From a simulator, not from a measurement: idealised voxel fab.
Module name: voxel double patterning (process module)
Section shown: cut. Width: 215 nm. Cell size: 5 nm, square.
Cross-section spec: square-cell grid; bands listed top down; each band is one or more rows.
What a band's entry tells you: where the top is and where the bottom is, as heights in nm, and after that what lies inside, material by material from left to right, each with its width in nm. Empty space is written as the word "blank", and a single material marked with the word "throughout" occupies the band from edge to edge.
Heights from 0 (as-received wafer is one material below). Bottom band endless downward, as "from 0 down".
Per-row width for "30->40": begins at first number (top row of band), ends at second number (bottom row), increment between rows held constant.
Given "nothing different" for a step, no cell of the cross-section differs between before and after that step.
Empty spaces without an open route to the top, at least 8 cells in extent, make up the entry "Completely enclosed voids"; each is given as width x height at distance, where the distance is measured from the left edge, and all are in nm.
What comes after the settings on a step's line is commentary from the simulator itself on that step.
The setting "overlay nm" may be written on the line of a step. When the step uses a mask, the value reports how far to the right of the planned place the mask lay, and a negative value reports that it lay to the left.
Set out below are the planned steps of the process
1,RECEIVE [material Si]
2,CONFORMAL_DEP [material SiO2] [thk nm 10]
3,DIRECTIONAL_DEP [material polySi] [thk nm 10]
4,DIRECTIONAL_DEP [material SiCN] [thk nm 5]
5,PATTERN [tone open] [mask id FIRST] [material resist] [width nm 15] [pitch nm 50] [thk nm 15] [overlay nm 0]
6,DIRECTIONAL_ETCH [etch materials SiCN] [depth nm 5]
7,STRIP [etch materials resist]
8,PATTERN [tone open] [mask id SECOND] [material resist] [width nm 15] [thk nm 20] [overlay nm 0]
9,DIRECTIONAL_ETCH [etch materials SiCN] [depth nm 5]
10,STRIP [etch materials resist]
11,DIRECTIONAL_ETCH [etch materials polySi] [depth nm 10]
12,STRIP [etch materials SiCN]
Cross-section of the wafer as it came to us, i.e., already through step 1
  from 0 down | Si throughout
  Completely enclosed voids: none
First wafer at the end, as planned
  from 20 to 10 | polySi: 75, blank: 15, polySi: 10, blank: 15, polySi: 10, blank: 15, polySi: 75
  from 10 to 0 | SiO2 throughout
  from 0 down | Si throughout
  Completely enclosed voids: none
Second of two wafers, module complete, sectioned: it shares the first wafer's start and plan but was run with one mistake
  from 20 to 10 | polySi: 70, blank: 15, polySi: 15, blank: 15, polySi: 5, blank: 15, polySi: 80
  from 10 to 0 | SiO2 throughout
  from 0 down | Si throughout
  Completely enclosed voids: none
Short version of what went wrong: rather than as planned, step 5 actually ran as PATTERN [tone open] [mask id FIRST] [material resist] [width nm 15] [pitch nm 50] [thk nm 15] [overlay nm -5]
By the end, you'd get the same cell count for each material on either wafer, but the second wafer puts them somewhere else.
